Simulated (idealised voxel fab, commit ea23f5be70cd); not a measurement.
Documented hereafter: the process module known as voxel capacitor over wiring.
In the cross-section labelled cut, the width is 295 nm and each square cell is 5 nm.
Cross-sections here: square-cell grids, written as top-down lists of bands, a band being one or more rows of cells. Quick guide to a band line: top height, bottom height (nm) up front; then every material left to right with its width in nm. Only one material and it's marked "throughout"? Then it fills the band edge to edge. And "air" just means empty space. Convention: height 0 is the level below which the wafer, as received, is all one material. The lowest band does not terminate at the bottom but continues downward, represented as "0 and below". The notation "30->40" denotes a width that varies across the rows of cells in the band, beginning at the first number in the top row, finishing at the second number in the bottom row, and changing by an identical amount from each row to the next. Where a step carries "nothing was modified", the cross-section came out of it unchanged, cell for cell. "Sealed void list" - sealed voids, min. 8 cells, no opening to top; format: width x height at distance (distance from left edge; nm throughout). The remark found on a step's line after its settings is issued by the simulator itself and pertains to that step. Regarding "overlay nm": on a step with a mask, it is the distance the mask lay to the right of its planned place; a negative value places it to the left.

**Process steps - plan**
1: RECEIVE, material Si
2: CONFORMAL_DEP, material SiO2, thk nm 15
3: CONFORMAL_DEP, material SiCN, thk nm 5
4: DIRECTIONAL_DEP, material SiO2, thk nm 20
5: MASKED_ETCH, tone open, mask id METAL_1, width nm 20, pitch nm 85, etch materials SiO2, depth nm 20, overlay nm 0
6: MASKED_ETCH, tone open, mask id METAL_1, width nm 20, pitch nm 85, etch materials SiCN, depth nm 5, overlay nm 0
7: CONFORMAL_DEP, material TiN, thk nm 5
8: FILL_DEP, material Cu, thk nm 10
9: CMP, height nm 40
10: CONFORMAL_DEP, material SiCN, thk nm 5
11: DIRECTIONAL_DEP, material SiO2, thk nm 10
12: DIRECTIONAL_DEP, material aC, thk nm 15
13: PATTERN, tone open, mask id PLUG_1, material resist, width nm 15, thk nm 35, overlay nm 0
14: DIRECTIONAL_ETCH, etch materials aC, depth nm 15
15: STRIP, etch materials resist
16: DIRECTIONAL_ETCH, etch materials SiO2, depth nm 10
17: DIRECTIONAL_ETCH, etch materials SiCN, depth nm 5
18: STRIP, etch materials aC
19: EPI, material Ru, thk nm 10
20: EPI, material Ru, thk nm 5
21: DIRECTIONAL_DEP, material TiN, thk nm 10
22: DIRECTIONAL_DEP, material SiN, thk nm 5
23: DIRECTIONAL_DEP, material TiN, thk nm 5
24: DIRECTIONAL_DEP, material aC, thk nm 15
25: PATTERN, tone cover, mask id UPPER_PLATE, material resist, width nm 70, thk nm 30, overlay nm 0
26: DIRECTIONAL_ETCH, etch materials aC, depth nm 15
27: STRIP, etch materials resist
28: DIRECTIONAL_ETCH, etch materials TiN, depth nm 5
29: DIRECTIONAL_ETCH, etch materials SiN, depth nm 5
30: STRIP, etch materials aC
31: DIRECTIONAL_DEP, material aC, thk nm 15
32: PATTERN, tone cover, mask id LOWER_PLATE, material resist, width nm 80, thk nm 30, overlay nm 0
33: DIRECTIONAL_ETCH, etch materials aC, depth nm 15
34: STRIP, etch materials resist
35: DIRECTIONAL_ETCH, etch materials TiN, depth nm 10
36: STRIP, etch materials aC
37: FILL_DEP, material SiO2, thk nm 15
38: CMP, height nm 85
39: DIRECTIONAL_DEP, material aC, thk nm 10
40: PATTERN, tone open, mask id PLUG_2, material resist, width nm 15, thk nm 25, overlay nm 0
41: DIRECTIONAL_ETCH, etch materials aC, depth nm 10
42: STRIP, etch materials resist
43: DIRECTIONAL_ETCH, etch materials SiO2, depth nm 10
44: STRIP, etch materials aC
45: CONFORMAL_DEP, material TiN, thk nm 5
46: FILL_DEP, material Cu, thk nm 5
47: CMP, height nm 85
48: CONFORMAL_DEP, material SiN, thk nm 5

**As-received state of the wafer in cross-section, equivalent to post-step 1**
- 0 and below | Si throughout
- Sealed void list: none

**Final wafer profile in cross-section after the module, from the same start and plan as above, with one mistake made during processing**
- 90 down to 85 | SiN throughout
- 85 down to 80 | 110 of SiO2  5 of TiN  5 of Cu  5 of TiN  170 of SiO2
- 80 down to 70 | 110->100 of SiO2  15->70 of TiN  170->125 of SiO2
- 70 down to 65 | SiO2 throughout
- 65 down to 55 | TiN throughout
- 55 down to 45 | 100 of SiO2  15 of Ru  180 of SiO2
- 45 down to 40 | 100 of SiCN  15 of Ru  180 of SiCN
- 40 down to 20 | 95 of SiO2  5 of TiN  10 of Cu  5 of TiN  65 of SiO2  5 of TiN  10 of Cu  5 of TiN  95 of SiO2
- 20 down to 15 | 95 of SiCN  20 of TiN  65 of SiCN  20 of TiN  95 of SiCN
- 15 down to 0 | SiO2 throughout
- 0 and below | Si throughout
- Sealed void list: none
Against the plan, the run slipped here: note that step 22 departed from the planned setting and was carried out as DIRECTIONAL_DEP, material SiO2, thk nm 5
